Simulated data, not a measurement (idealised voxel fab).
process module | voxel transistor to metal
cross-section cut | 300 nm wide | cells 5 nm
A cross-section is a grid of square cells, given in bands from the top down. A band is one or more rows of cells.
Each band's line starts with the height of the band's top and of its bottom, in nm. Then come its materials from left to right, each with its width in nm. One material with "throughout" fills the band from edge to edge. "air" is empty space.
Height 0 is the level under which the wafer as received is all one material. The lowest band goes on downwards, as in "0 down".
A width such as "30 to 40" changes by the same amount from each row of cells to the next, from the band's top row to its bottom row.
"no change" after a step means that no cell of the cross-section changed.
closed voids: empty space of 8 cells or more with no open way to the top, each as width x height at its distance from the left edge, in nm
after a step's settings: what the simulator itself notes on the step
overlay nm, on a step with a mask: how far to the right of its planned place the mask lay; to the left if negative
Each pair below shows a cross-section before one step and the cross-section after it, down to the lowest band that changed. The line under each pair gives the step between them, with its settings. The pairs can come from different runs of this module on the same starting wafer, so a pair continues from the pair above only where its "before" says so.
before
  55 to 50: TiN 45 | air 20 | TiN 35 | air 20 | TiN 55 | air 20 | TiN 35 | air 20 | TiN 50
  50 to 40: SiO2 40 | TiN 5 | air 20 to 15 | TiN 5 to 10 | SiO2 25 | TiN 5 to 10 | air 20 to 15 | TiN 5 | SiO2 45 | TiN 5 | air 20 to 15 | TiN 5 to 10 | SiO2 25 | TiN 5 to 10 | air 20 to 15 | TiN 5 | SiO2 45
  40 to 25: SiO2 40 | TiN 5 | air 15 | TiN 5 | SiN 10 | SiCN 15 | SiN 10 | TiN 5 | air 15 | TiN 5 | SiO2 45 | TiN 5 | air 15 | TiN 5 | SiN 10 | SiCN 15 | SiN 10 | TiN 5 | air 15 | TiN 5 | SiO2 45
  25 to 0: SiO2 40 | TiN 5 | air 15 | TiN 5 | SiN 10 | polySi 15 | SiN 10 | TiN 5 | air 15 | TiN 5 | SiO2 45 | TiN 5 | air 15 | TiN 5 | SiN 10 | polySi 15 | SiN 10 | TiN 5 | air 15 | TiN 5 | SiO2 45
  0 to -5: SiO2 25 | SiN 10 | SiO2 5 | TiN 25 | SiN 10 | polySi 15 | SiN 10 | TiN 25 | SiO2 5 | SiN 10 | SiO2 15 | SiN 10 | SiO2 5 | TiN 25 | SiN 10 | polySi 15 | SiN 10 | TiN 25 | SiO2 5 | SiN 10 | SiO2 30
  -5 to -10: SiO2 35 | SiGe 30 | SiO2 35 | SiGe 30 | SiO2 35 | SiGe 30 | SiO2 35 | SiGe 30 | SiO2 40
  -10 to -65: SiO2 30 | Si 105 | SiO2 25 | Si 105 | SiO2 35
  -65 down: Si throughout
  closed voids: none
after
  60 to 55: W throughout
  55 to 50: TiN 45 | W 20 | TiN 35 | W 20 | TiN 55 | W 20 | TiN 35 | W 20 | TiN 50
  50 to 40: SiO2 40 | TiN 5 | W 20 to 15 | TiN 5 to 10 | SiO2 25 | TiN 5 to 10 | W 20 to 15 | TiN 5 | SiO2 45 | TiN 5 | W 20 to 15 | TiN 5 to 10 | SiO2 25 | TiN 5 to 10 | W 20 to 15 | TiN 5 | SiO2 45
  40 to 25: SiO2 40 | TiN 5 | W 15 | TiN 5 | SiN 10 | SiCN 15 | SiN 10 | TiN 5 | W 15 | TiN 5 | SiO2 45 | TiN 5 | W 15 | TiN 5 | SiN 10 | SiCN 15 | SiN 10 | TiN 5 | W 15 | TiN 5 | SiO2 45
  25 to 0: SiO2 40 | TiN 5 | W 15 | TiN 5 | SiN 10 | polySi 15 | SiN 10 | TiN 5 | W 15 | TiN 5 | SiO2 45 | TiN 5 | W 15 | TiN 5 | SiN 10 | polySi 15 | SiN 10 | TiN 5 | W 15 | TiN 5 | SiO2 45
  below 0: unchanged
  closed voids: none
the step between: op FILL_DEP | material W | thk nm 5
before: the cross-section after the pair above
after
  50 to 40: SiO2 40 | TiN 5 | W 20 to 15 | TiN 5 to 10 | SiO2 25 | TiN 5 to 10 | W 20 to 15 | TiN 5 | SiO2 45 | TiN 5 | W 20 to 15 | TiN 5 to 10 | SiO2 25 | TiN 5 to 10 | W 20 to 15 | TiN 5 | SiO2 45
  below 40: unchanged
  closed voids: none
the step between: op CMP | height nm 50
before: the cross-section after the pair above
after
  55 to 50: SiN throughout
  below 50: unchanged
  closed voids: none
the step between: op CONFORMAL_DEP | material SiN | thk nm 5
before: the cross-section after the pair above
after
  80 to 55: lowk throughout
  below 55: unchanged
  closed voids: none
the step between: op DIRECTIONAL_DEP | material lowk | thk nm 25
before: the cross-section after the pair above
after
  95 to 80: aC throughout
  below 80: unchanged
  closed voids: none
the step between: op DIRECTIONAL_DEP | material aC | thk nm 15
before: the cross-section after the pair above
after
  130 to 95: resist 40 | air 20 | resist 45 | air 20 | resist 45 | air 20 | resist 45 | air 20 | resist 45
  below 95: unchanged
  closed voids: none
the step between: op PATTERN | tone open | mask id METAL_1 | material resist | width nm 20 | pitch nm 65 | thk nm 35 | overlay nm 0
before: the cross-section after the pair above
after
  115 to 95: resist 40 | air 20 | resist 45 | air 20 | resist 45 | air 20 | resist 45 | air 20 | resist 45
  95 to 80: aC 40 | air 20 | aC 45 | air 20 | aC 45 | air 20 | aC 45 | air 20 | aC 45
  below 80: unchanged
  closed voids: none
the step between: op DIRECTIONAL_ETCH | etch materials aC | depth nm 15
before: the cross-section after the pair above
after
  95 to 80: aC 40 | air 20 | aC 45 | air 20 | aC 45 | air 20 | aC 45 | air 20 | aC 45
  below 80: unchanged
  closed voids: none
the step between: op STRIP | etch materials resist
before: the cross-section after the pair above
after
  95 to 80: aC 40 | air 20 | aC 45 | air 20 | aC 45 | air 20 | aC 45 | air 20 | aC 45
  80 to 55: lowk 40 | air 20 | lowk 45 | air 20 | lowk 45 | air 20 | lowk 45 | air 20 | lowk 45
  below 55: unchanged
  closed voids: none
the step between: op DIRECTIONAL_ETCH | etch materials lowk | depth nm 25
before: the cross-section after the pair above
after
  95 to 80: aC 40 | air 20 | aC 45 | air 20 | aC 45 | air 20 | aC 45 | air 20 | aC 45
  80 to 55: lowk 40 | air 20 | lowk 45 | air 20 | lowk 45 | air 20 | lowk 45 | air 20 | lowk 45
  55 to 50: SiN 40 | air 20 | SiN 45 | air 20 | SiN 45 | air 20 | SiN 45 | air 20 | SiN 45
  below 50: unchanged
  closed voids: none
the step between: op DIRECTIONAL_ETCH | etch materials SiN | depth nm 5
before: the cross-section after the pair above
after
  80 to 55: lowk 40 | air 20 | lowk 45 | air 20 | lowk 45 | air 20 | lowk 45 | air 20 | lowk 45
  below 55: unchanged
  closed voids: none
the step between: op STRIP | etch materials aC
before: the cross-section after the pair above
after
  85 to 80: TiN 45 | air 10 | TiN 55 | air 10 | TiN 55 | air 10 | TiN 55 | air 10 | TiN 50
  80 to 55: lowk 40 | TiN 5 | air 10 | TiN 5 | lowk 45 | TiN 5 | air 10 | TiN 5 | lowk 45 | TiN 5 | air 10 | TiN 5 | lowk 45 | TiN 5 | air 10 | TiN 5 | lowk 45
  55 to 50: SiN 40 | TiN 20 | SiN 45 | TiN 20 | SiN 45 | TiN 20 | SiN 45 | TiN 20 | SiN 45
  below 50: unchanged
  closed voids: none
the step between: op CONFORMAL_DEP | material TiN | thk nm 5
before: the cross-section after the pair above
after
  95 to 85: Ru throughout
  85 to 80: TiN 45 | Ru 10 | TiN 55 | Ru 10 | TiN 55 | Ru 10 | TiN 55 | Ru 10 | TiN 50
  80 to 55: lowk 40 | TiN 5 | Ru 10 | TiN 5 | lowk 45 | TiN 5 | Ru 10 | TiN 5 | lowk 45 | TiN 5 | Ru 10 | TiN 5 | lowk 45 | TiN 5 | Ru 10 | TiN 5 | lowk 45
  below 55: unchanged
  closed voids: none
the step between: op FILL_DEP | material Ru | thk nm 10
before: the cross-section after the pair above
after
  80 to 55: lowk 40 | TiN 5 | Ru 10 | TiN 5 | lowk 45 | TiN 5 | Ru 10 | TiN 5 | lowk 45 | TiN 5 | Ru 10 | TiN 5 | lowk 45 | TiN 5 | Ru 10 | TiN 5 | lowk 45
  below 55: unchanged
  closed voids: none
the step between: op CMP | height nm 80
before: the cross-section after the pair above
after
  85 to 80: air 35 | Ru 30 | air 35 | Ru 30 | air 35 | Ru 30 | air 35 | Ru 30 | air 40
  below 80: unchanged
  closed voids: none
the step between: op EPI | material Ru | thk nm 5
before: the cross-section after the pair above
after
  90 to 85: SiCN throughout
  85 to 80: SiCN 35 | Ru 30 | SiCN 35 | Ru 30 | SiCN 35 | Ru 30 | SiCN 35 | Ru 30 | SiCN 40
  below 80: unchanged
  closed voids: none
the step between: op FILL_DEP | material SiCN | thk nm 5
before
  50 to 40: SiO2 40 | TiN 5 | W 20 to 15 | TiN 5 to 10 | SiO2 25 | TiN 5 to 10 | W 20 to 15 | TiN 5 | SiO2 45 | TiN 5 | W 20 to 15 | TiN 5 to 10 | SiO2 25 | TiN 5 to 10 | W 20 to 15 | TiN 5 | SiO2 45
  40 to 25: SiO2 40 | TiN 5 | W 15 | TiN 5 | SiN 10 | SiCN 15 | SiN 10 | TiN 5 | W 15 | TiN 5 | SiO2 45 | TiN 5 | W 15 | TiN 5 | SiN 10 | SiCN 15 | SiN 10 | TiN 5 | W 15 | TiN 5 | SiO2 45
  25 to 0: SiO2 40 | TiN 5 | W 15 | TiN 5 | SiN 10 | polySi 15 | SiN 10 | TiN 5 | W 15 | TiN 5 | SiO2 45 | TiN 5 | W 15 | TiN 5 | SiN 10 | polySi 15 | SiN 10 | TiN 5 | W 15 | TiN 5 | SiO2 45
  0 to -5: SiO2 25 | SiN 10 | SiO2 5 | TiN 25 | SiN 10 | polySi 15 | SiN 10 | TiN 25 | SiO2 5 | SiN 10 | SiO2 15 | SiN 10 | SiO2 5 | TiN 25 | SiN 10 | polySi 15 | SiN 10 | TiN 25 | SiO2 5 | SiN 10 | SiO2 30
  -5 to -10: SiO2 35 | SiGe 30 | SiO2 35 | SiGe 30 | SiO2 35 | SiGe 30 | SiO2 35 | SiGe 30 | SiO2 40
  -10 to -35: SiO2 30 | Si 105 | SiO2 25 | Si 105 | SiO2 35
  -35 down: Si throughout
  closed voids: none
after
  75 to 50: lowk throughout
  below 50: unchanged
  closed voids: none
the step between: op DIRECTIONAL_DEP | material lowk | thk nm 25
before: the cross-section after the pair above
after
  80 to 75: SiN throughout
  below 75: unchanged
  closed voids: none
the step between: op CONFORMAL_DEP | material SiN | thk nm 5
before: the cross-section after the pair above
after
  95 to 80: aC throughout
  below 80: unchanged
  closed voids: none
the step between: op DIRECTIONAL_DEP | material aC | thk nm 15
before: the cross-section after the pair above
after
  130 to 95: resist 40 | air 20 | resist 45 | air 20 | resist 45 | air 20 | resist 45 | air 20 | resist 45
  below 95: unchanged
  closed voids: none
the step between: op PATTERN | tone open | mask id METAL_1 | material resist | width nm 20 | pitch nm 65 | thk nm 35 | overlay nm 0
before: the cross-section after the pair above
after
  115 to 95: resist 40 | air 20 | resist 45 | air 20 | resist 45 | air 20 | resist 45 | air 20 | resist 45
  95 to 80: aC 40 | air 20 | aC 45 | air 20 | aC 45 | air 20 | aC 45 | air 20 | aC 45
  below 80: unchanged
  closed voids: none
the step between: op DIRECTIONAL_ETCH | etch materials aC | depth nm 15
before: the cross-section after the pair above
after
  95 to 80: aC 40 | air 20 | aC 45 | air 20 | aC 45 | air 20 | aC 45 | air 20 | aC 45
  below 80: unchanged
  closed voids: none
the step between: op STRIP | etch materials resist
before: the cross-section after the pair above
after
  95 to 80: aC 40 | air 20 | aC 45 | air 20 | aC 45 | air 20 | aC 45 | air 20 | aC 45
  80 to 75: SiN 40 | air 20 | SiN 45 | air 20 | SiN 45 | air 20 | SiN 45 | air 20 | SiN 45
  below 75: unchanged
  closed voids: none
the step between: op DIRECTIONAL_ETCH | etch materials SiN | depth nm 5
before: the cross-section after the pair above
after
  80 to 75: SiN 40 | air 20 | SiN 45 | air 20 | SiN 45 | air 20 | SiN 45 | air 20 | SiN 45
  below 75: unchanged
  closed voids: none
the step between: op STRIP | etch materials aC
before: the cross-section after the pair above
after
  85 to 80: TiN 45 | air 10 | TiN 55 | air 10 | TiN 55 | air 10 | TiN 55 | air 10 | TiN 50
  80 to 75: SiN 40 | TiN 20 | SiN 45 | TiN 20 | SiN 45 | TiN 20 | SiN 45 | TiN 20 | SiN 45
  below 75: unchanged
  closed voids: none
the step between: op CONFORMAL_DEP | material TiN | thk nm 5
before: the cross-section after the pair above
after
  95 to 85: Ru throughout
  85 to 80: TiN 45 | Ru 10 | TiN 55 | Ru 10 | TiN 55 | Ru 10 | TiN 55 | Ru 10 | TiN 50
  below 80: unchanged
  closed voids: none
the step between: op FILL_DEP | material Ru | thk nm 10
before: the cross-section after the pair above
after
  80 to 75: SiN 40 | TiN 20 | SiN 45 | TiN 20 | SiN 45 | TiN 20 | SiN 45 | TiN 20 | SiN 45
  below 75: unchanged
  closed voids: none
the step between: op CMP | height nm 80
before: the cross-section after the pair above
after
  85 to 80: air 35 | Ru 30 | air 35 | Ru 30 | air 35 | Ru 30 | air 35 | Ru 30 | air 40
  below 80: unchanged
  closed voids: none
the step between: op EPI | material Ru | thk nm 5
before: the cross-section after the pair above
after
  90 to 85: SiCN throughout
  85 to 80: SiCN 35 | Ru 30 | SiCN 35 | Ru 30 | SiCN 35 | Ru 30 | SiCN 35 | Ru 30 | SiCN 40
  below 80: unchanged
  closed voids: none
the step between: op FILL_DEP | material SiCN | thk nm 5
before
  0 down: Si throughout
  closed voids: none
after
  0 to -10: SiO2 throughout
  below -10: unchanged
  closed voids: none
the step between: op OXIDIZE | depth nm 10
before: the cross-section after the pair above
after
  10 to 0: SiN throughout
  below 0: unchanged
  closed voids: none
the step between: op CONFORMAL_DEP | material SiN | thk nm 10
before: the cross-section after the pair above
after
  10 to 0: air 30 | SiN 105 | air 25 | SiN 105 | air 35
  below 0: unchanged
  closed voids: none
the step between: op MASKED_ETCH | tone cover | mask id ACTIVE | width nm 105 | pitch nm 130 | etch materials SiN | depth nm 10 | overlay nm 0
before: the cross-section after the pair above
after
  10 to 0: air 30 | SiN 105 | air 25 | SiN 105 | air 35
  0 to -5: air 30 | SiO2 105 | air 25 | SiO2 105 | air 35
  below -5: unchanged
  closed voids: none
the step between: op MASKED_ETCH | tone cover | mask id ACTIVE | width nm 105 | pitch nm 130 | etch materials SiO2 | depth nm 5 | overlay nm 0
before: the cross-section after the pair above
after
  25 to 10: SiO2 throughout
  10 to 0: SiO2 30 | SiN 105 | SiO2 25 | SiN 105 | SiO2 35
  0 to -10: SiO2 throughout
  below -10: unchanged
  closed voids: none
the step between: op FILL_DEP | material SiO2 | thk nm 15
before: the cross-section after the pair above
after
  10 to 0: SiO2 30 | SiN 105 | SiO2 25 | SiN 105 | SiO2 35
  below 0: unchanged
  closed voids: none
the step between: op CMP | height nm 10
before: the cross-section after the pair above
after
  10 to 5: air 30 | SiN 105 | air 25 | SiN 105 | air 35
  below 5: unchanged
  closed voids: none
the step between: op SELECTIVE_ETCH | etch materials SiO2 | depth nm 5
before: the cross-section after the pair above
after
  5 to 0: SiO2 30 | air 105 | SiO2 25 | air 105 | SiO2 35
  below 0: unchanged
  closed voids: none
the step between: op STRIP | etch materials SiN
before: the cross-section after the pair above
after
  0 to -5: SiO2 25 | air 115 | SiO2 15 | air 115 | SiO2 30
  below -5: unchanged
  closed voids: none
the step between: op SELECTIVE_ETCH | etch materials SiO2 | depth nm 5
before: the cross-section after the pair above
after
  30 to 25: polySi 25 | air 115 | polySi 15 | air 115 | polySi 30
  25 to 0: polySi throughout
  0 to -5: SiO2 25 | polySi 115 | SiO2 15 | polySi 115 | SiO2 30
  below -5: unchanged
  closed voids: none
the step between: op DIRECTIONAL_DEP | material polySi | thk nm 30
before: the cross-section after the pair above
after
  45 to 40: SiCN 25 | air 115 | SiCN 15 | air 115 | SiCN 30
  40 to 30: SiCN throughout
  30 to 25: polySi 25 | SiCN 115 | polySi 15 | SiCN 115 | polySi 30
  below 25: unchanged
  closed voids: none
the step between: op DIRECTIONAL_DEP | material SiCN | thk nm 15
before: the cross-section after the pair above
after
  40 to 30: air 75 | SiCN 15 | air 115 | SiCN 15 | air 80
  30 to 25: polySi 25 | air 50 | SiCN 15 | air 50 | polySi 15 | air 50 | SiCN 15 | air 50 | polySi 30
  below 25: unchanged
  closed voids: none
the step between: op MASKED_ETCH | tone cover | mask id GATE | width nm 15 | pitch nm 130 | etch materials SiCN | depth nm 25 | overlay nm 0
before: the cross-section after the pair above
after
  40 to 25: air 75 | SiCN 15 | air 115 | SiCN 15 | air 80
  25 to 0: air 75 | polySi 15 | air 115 | polySi 15 | air 80
  0 to -5: SiO2 25 | air 50 | polySi 15 | air 50 | SiO2 15 | air 50 | polySi 15 | air 50 | SiO2 30
  below -5: unchanged
  closed voids: none
the step between: op MASKED_ETCH | tone cover | mask id GATE | width nm 15 | pitch nm 130 | etch materials polySi | depth nm 40 | overlay nm 0
before: the cross-section after the pair above
after
  50 to 40: air 65 | SiN 35 | air 95 | SiN 35 | air 70
  40 to 25: air 65 | SiN 10 | SiCN 15 | SiN 10 | air 95 | SiN 10 | SiCN 15 | SiN 10 | air 70
  25 to 10: air 65 | SiN 10 | polySi 15 | SiN 10 | air 95 | SiN 10 | polySi 15 | SiN 10 | air 70
  10 to 5: SiN 35 | air 30 | SiN 10 | polySi 15 | SiN 10 | air 30 | SiN 35 | air 30 | SiN 10 | polySi 15 | SiN 10 | air 30 | SiN 40
  5 to 0: SiN 75 | polySi 15 | SiN 115 | polySi 15 | SiN 80
  0 to -5: SiO2 25 | SiN 50 | polySi 15 | SiN 50 | SiO2 15 | SiN 50 | polySi 15 | SiN 50 | SiO2 30
  below -5: unchanged
  closed voids: none
the step between: op CONFORMAL_DEP | material SiN | thk nm 10
before: the cross-section after the pair above
after
  40 to 25: air 65 | SiN 10 | SiCN 15 | SiN 10 | air 95 | SiN 10 | SiCN 15 | SiN 10 | air 70
  25 to 0: air 65 | SiN 10 | polySi 15 | SiN 10 | air 95 | SiN 10 | polySi 15 | SiN 10 | air 70
  0 to -5: SiO2 25 | SiN 10 | air 30 | SiN 10 | polySi 15 | SiN 10 | air 30 | SiN 10 | SiO2 15 | SiN 10 | air 30 | SiN 10 | polySi 15 | SiN 10 | air 30 | SiN 10 | SiO2 30
  below -5: unchanged
  closed voids: none
the step between: op DIRECTIONAL_ETCH | etch materials SiN | depth nm 10
before: the cross-section after the pair above
after
  40 to 25: air 65 | SiN 10 | SiCN 15 | SiN 10 | air 95 | SiN 10 | SiCN 15 | SiN 10 | air 70
  25 to 0: air 65 | SiN 10 | polySi 15 | SiN 10 | air 95 | SiN 10 | polySi 15 | SiN 10 | air 70
  0 to -5: air 25 | SiN 10 | air 30 | SiN 10 | polySi 15 | SiN 10 | air 30 | SiN 10 | air 15 | SiN 10 | air 30 | SiN 10 | polySi 15 | SiN 10 | air 30 | SiN 10 | air 30
  -5 to -10: SiO2 35 | air 30 | SiO2 35 | air 30 | SiO2 35 | air 30 | SiO2 35 | air 30 | SiO2 40
  below -10: unchanged
  closed voids: none
the step between: op DIRECTIONAL_ETCH | etch materials SiO2 | depth nm 5
before: the cross-section after the pair above
after
  40 to 25: air 65 | SiN 10 | SiCN 15 | SiN 10 | air 95 | SiN 10 | SiCN 15 | SiN 10 | air 70
  25 to 0: air 65 | SiN 10 | polySi 15 | SiN 10 | air 95 | SiN 10 | polySi 15 | SiN 10 | air 70
  0 to -5: air 25 | SiN 10 | air 30 | SiN 10 | polySi 15 | SiN 10 | air 30 | SiN 10 | air 15 | SiN 10 | air 30 | SiN 10 | polySi 15 | SiN 10 | air 30 | SiN 10 | air 30
  -5 to -10: SiO2 35 | SiGe 30 | SiO2 35 | SiGe 30 | SiO2 35 | SiGe 30 | SiO2 35 | SiGe 30 | SiO2 40
  below -10: unchanged
  closed voids: none
the step between: op EPI | material SiGe | thk nm 5
before: the cross-section after the pair above
after
  45 to 40: SiO2 throughout
  40 to 25: SiO2 65 | SiN 10 | SiCN 15 | SiN 10 | SiO2 95 | SiN 10 | SiCN 15 | SiN 10 | SiO2 70
  25 to 0: SiO2 65 | SiN 10 | polySi 15 | SiN 10 | SiO2 95 | SiN 10 | polySi 15 | SiN 10 | SiO2 70
  0 to -5: SiO2 25 | SiN 10 | SiO2 30 | SiN 10 | polySi 15 | SiN 10 | SiO2 30 | SiN 10 | SiO2 15 | SiN 10 | SiO2 30 | SiN 10 | polySi 15 | SiN 10 | SiO2 30 | SiN 10 | SiO2 30
  below -5: unchanged
  closed voids: none
the step between: op FILL_DEP | material SiO2 | thk nm 5
before: the cross-section after the pair above
after
  40 to 25: SiO2 65 | SiN 10 | SiCN 15 | SiN 10 | SiO2 95 | SiN 10 | SiCN 15 | SiN 10 | SiO2 70
  below 25: unchanged
  closed voids: none
the step between: op CMP | height nm 40
before: the cross-section after the pair above
after
  50 to 40: SiO2 throughout
  below 40: unchanged
  closed voids: none
the step between: op DIRECTIONAL_DEP | material SiO2 | thk nm 10
before: the cross-section after the pair above
after
  60 to 50: aC throughout
  below 50: unchanged
  closed voids: none
the step between: op DIRECTIONAL_DEP | material aC | thk nm 10
before: the cross-section after the pair above
after
  85 to 60: resist 40 | air 30 | resist 25 | air 30 | resist 45 | air 30 | resist 25 | air 30 | resist 45
  below 60: unchanged
  closed voids: none
the step between: op PATTERN | tone open | mask id CONTACT | material resist | width nm 30 | thk nm 25 | overlay nm 0
before: the cross-section after the pair above
after
  75 to 60: resist 40 | air 30 | resist 25 | air 30 | resist 45 | air 30 | resist 25 | air 30 | resist 45
  60 to 50: aC 40 | air 30 | aC 25 | air 30 | aC 45 | air 30 | aC 25 | air 30 | aC 45
  below 50: unchanged
  closed voids: none
the step between: op DIRECTIONAL_ETCH | etch materials aC | depth nm 10
before: the cross-section after the pair above
after
  60 to 50: aC 40 | air 30 | aC 25 | air 30 | aC 45 | air 30 | aC 25 | air 30 | aC 45
  below 50: unchanged
  closed voids: none
the step between: op STRIP | etch materials resist
before: the cross-section after the pair above
after
  60 to 50: aC 40 | air 30 | aC 25 | air 30 | aC 45 | air 30 | aC 25 | air 30 | aC 45
  50 to 40: SiO2 40 | air 30 | SiO2 25 | air 30 | SiO2 45 | air 30 | SiO2 25 | air 30 | SiO2 45
  40 to 25: SiO2 40 | air 25 | SiN 10 | SiCN 15 | SiN 10 | air 25 | SiO2 45 | air 25 | SiN 10 | SiCN 15 | SiN 10 | air 25 | SiO2 45
  25 to 0: SiO2 40 | air 25 | SiN 10 | polySi 15 | SiN 10 | air 25 | SiO2 45 | air 25 | SiN 10 | polySi 15 | SiN 10 | air 25 | SiO2 45
  0 to -5: SiO2 25 | SiN 10 | SiO2 5 | air 25 | SiN 10 | polySi 15 | SiN 10 | air 25 | SiO2 5 | SiN 10 | SiO2 15 | SiN 10 | SiO2 5 | air 25 | SiN 10 | polySi 15 | SiN 10 | air 25 | SiO2 5 | SiN 10 | SiO2 30
  below -5: unchanged
  closed voids: none
the step between: op DIRECTIONAL_ETCH | etch materials SiO2 | depth nm 55
before: the cross-section after the pair above
after
  50 to 40: SiO2 40 | air 30 | SiO2 25 | air 30 | SiO2 45 | air 30 | SiO2 25 | air 30 | SiO2 45
  below 40: unchanged
  closed voids: none
the step between: op STRIP | etch materials aC
before: the cross-section after the pair above
after
  55 to 50: TiN 45 | air 20 | TiN 35 | air 20 | TiN 55 | air 20 | TiN 35 | air 20 | TiN 50
  50 to 40: SiO2 40 | TiN 5 | air 20 to 15 | TiN 5 to 10 | SiO2 25 | TiN 5 to 10 | air 20 to 15 | TiN 5 | SiO2 45 | TiN 5 | air 20 to 15 | TiN 5 to 10 | SiO2 25 | TiN 5 to 10 | air 20 to 15 | TiN 5 | SiO2 45
  40 to 25: SiO2 40 | TiN 5 | air 15 | TiN 5 | SiN 10 | SiCN 15 | SiN 10 | TiN 5 | air 15 | TiN 5 | SiO2 45 | TiN 5 | air 15 | TiN 5 | SiN 10 | SiCN 15 | SiN 10 | TiN 5 | air 15 | TiN 5 | SiO2 45
  25 to 0: SiO2 40 | TiN 5 | air 15 | TiN 5 | SiN 10 | polySi 15 | SiN 10 | TiN 5 | air 15 | TiN 5 | SiO2 45 | TiN 5 | air 15 | TiN 5 | SiN 10 | polySi 15 | SiN 10 | TiN 5 | air 15 | TiN 5 | SiO2 45
  0 to -5: SiO2 25 | SiN 10 | SiO2 5 | TiN 25 | SiN 10 | polySi 15 | SiN 10 | TiN 25 | SiO2 5 | SiN 10 | SiO2 15 | SiN 10 | SiO2 5 | TiN 25 | SiN 10 | polySi 15 | SiN 10 | TiN 25 | SiO2 5 | SiN 10 | SiO2 30
  below -5: unchanged
  closed voids: none
the step between: op CONFORMAL_DEP | material TiN | thk nm 5
before: the cross-section after the pair above
after
  60 to 55: W throughout
  55 to 50: TiN 45 | W 20 | TiN 35 | W 20 | TiN 55 | W 20 | TiN 35 | W 20 | TiN 50
  50 to 40: SiO2 40 | TiN 5 | W 20 to 15 | TiN 5 to 10 | SiO2 25 | TiN 5 to 10 | W 20 to 15 | TiN 5 | SiO2 45 | TiN 5 | W 20 to 15 | TiN 5 to 10 | SiO2 25 | TiN 5 to 10 | W 20 to 15 | TiN 5 | SiO2 45
  40 to 25: SiO2 40 | TiN 5 | W 15 | TiN 5 | SiN 10 | SiCN 15 | SiN 10 | TiN 5 | W 15 | TiN 5 | SiO2 45 | TiN 5 | W 15 | TiN 5 | SiN 10 | SiCN 15 | SiN 10 | TiN 5 | W 15 | TiN 5 | SiO2 45
  25 to 0: SiO2 40 | TiN 5 | W 15 | TiN 5 | SiN 10 | polySi 15 | SiN 10 | TiN 5 | W 15 | TiN 5 | SiO2 45 | TiN 5 | W 15 | TiN 5 | SiN 10 | polySi 15 | SiN 10 | TiN 5 | W 15 | TiN 5 | SiO2 45
  below 0: unchanged
  closed voids: none
the step between: op FILL_DEP | material W | thk nm 5
before: the cross-section after the pair above
after
  50 to 40: SiO2 40 | TiN 5 | W 20 to 15 | TiN 5 to 10 | SiO2 25 | TiN 5 to 10 | W 20 to 15 | TiN 5 | SiO2 45 | TiN 5 | W 20 to 15 | TiN 5 to 10 | SiO2 25 | TiN 5 to 10 | W 20 to 15 | TiN 5 | SiO2 45
  below 40: unchanged
  closed voids: none
the step between: op CMP | height nm 50
before: the cross-section after the pair above
after
  55 to 50: SiN throughout
  below 50: unchanged
  closed voids: none
the step between: op CONFORMAL_DEP | material SiN | thk nm 5
before: the cross-section after the pair above
after
  80 to 55: lowk throughout
  below 55: unchanged
  closed voids: none
the step between: op DIRECTIONAL_DEP | material lowk | thk nm 25
before: the cross-section after the pair above
after
  95 to 80: aC throughout
  below 80: unchanged
  closed voids: none
the step between: op DIRECTIONAL_DEP | material aC | thk nm 15
before: the cross-section after the pair above
after
  130 to 95: resist 40 | air 20 | resist 45 | air 20 | resist 45 | air 20 | resist 45 | air 20 | resist 45
  below 95: unchanged
  closed voids: none
the step between: op PATTERN | tone open | mask id METAL_1 | material resist | width nm 20 | pitch nm 65 | thk nm 35 | overlay nm 0
before: the cross-section after the pair above
after
  115 to 95: resist 40 | air 20 | resist 45 | air 20 | resist 45 | air 20 | resist 45 | air 20 | resist 45
  95 to 80: aC 40 | air 20 | aC 45 | air 20 | aC 45 | air 20 | aC 45 | air 20 | aC 45
  below 80: unchanged
  closed voids: none
the step between: op DIRECTIONAL_ETCH | etch materials aC | depth nm 15
before: the cross-section after the pair above
after
  95 to 80: aC 40 | air 20 | aC 45 | air 20 | aC 45 | air 20 | aC 45 | air 20 | aC 45
  below 80: unchanged
  closed voids: none
the step between: op STRIP | etch materials resist
before: the cross-section after the pair above
after
  95 to 80: aC 40 | air 20 | aC 45 | air 20 | aC 45 | air 20 | aC 45 | air 20 | aC 45
  80 to 55: lowk 40 | air 20 | lowk 45 | air 20 | lowk 45 | air 20 | lowk 45 | air 20 | lowk 45
  below 55: unchanged
  closed voids: none
the step between: op DIRECTIONAL_ETCH | etch materials lowk | depth nm 25
before: the cross-section after the pair above
after
  95 to 80: aC 40 | air 20 | aC 45 | air 20 | aC 45 | air 20 | aC 45 | air 20 | aC 45
  80 to 55: lowk 40 | air 20 | lowk 45 | air 20 | lowk 45 | air 20 | lowk 45 | air 20 | lowk 45
  55 to 50: SiN 40 | air 20 | SiN 45 | air 20 | SiN 45 | air 20 | SiN 45 | air 20 | SiN 45
  below 50: unchanged
  closed voids: none
the step between: op DIRECTIONAL_ETCH | etch materials SiN | depth nm 5
before: the cross-section after the pair above
after
  80 to 55: lowk 40 | air 20 | lowk 45 | air 20 | lowk 45 | air 20 | lowk 45 | air 20 | lowk 45
  below 55: unchanged
  closed voids: none
the step between: op STRIP | etch materials aC
before: the cross-section after the pair above
after
  85 to 80: TiN 45 | air 10 | TiN 55 | air 10 | TiN 55 | air 10 | TiN 55 | air 10 | TiN 50
  80 to 55: lowk 40 | TiN 5 | air 10 | TiN 5 | lowk 45 | TiN 5 | air 10 | TiN 5 | lowk 45 | TiN 5 | air 10 | TiN 5 | lowk 45 | TiN 5 | air 10 | TiN 5 | lowk 45
  55 to 50: SiN 40 | TiN 20 | SiN 45 | TiN 20 | SiN 45 | TiN 20 | SiN 45 | TiN 20 | SiN 45
  below 50: unchanged
  closed voids: none
the step between: op CONFORMAL_DEP | material TiN | thk nm 5
before: the cross-section after the pair above
after
  95 to 85: Ru throughout
  85 to 80: TiN 45 | Ru 10 | TiN 55 | Ru 10 | TiN 55 | Ru 10 | TiN 55 | Ru 10 | TiN 50
  80 to 55: lowk 40 | TiN 5 | Ru 10 | TiN 5 | lowk 45 | TiN 5 | Ru 10 | TiN 5 | lowk 45 | TiN 5 | Ru 10 | TiN 5 | lowk 45 | TiN 5 | Ru 10 | TiN 5 | lowk 45
  below 55: unchanged
  closed voids: none
the step between: op FILL_DEP | material Ru | thk nm 10
before: the cross-section after the pair above
after
  80 to 55: lowk 40 | TiN 5 | Ru 10 | TiN 5 | lowk 45 | TiN 5 | Ru 10 | TiN 5 | lowk 45 | TiN 5 | Ru 10 | TiN 5 | lowk 45 | TiN 5 | Ru 10 | TiN 5 | lowk 45
  below 55: unchanged
  closed voids: none
the step between: op CMP | height nm 80
before: the cross-section after the pair above
after
  85 to 80: air 35 | Ru 30 | air 35 | Ru 30 | air 35 | Ru 30 | air 35 | Ru 30 | air 40
  below 80: unchanged
  closed voids: none
the step between: op EPI | material Ru | thk nm 5
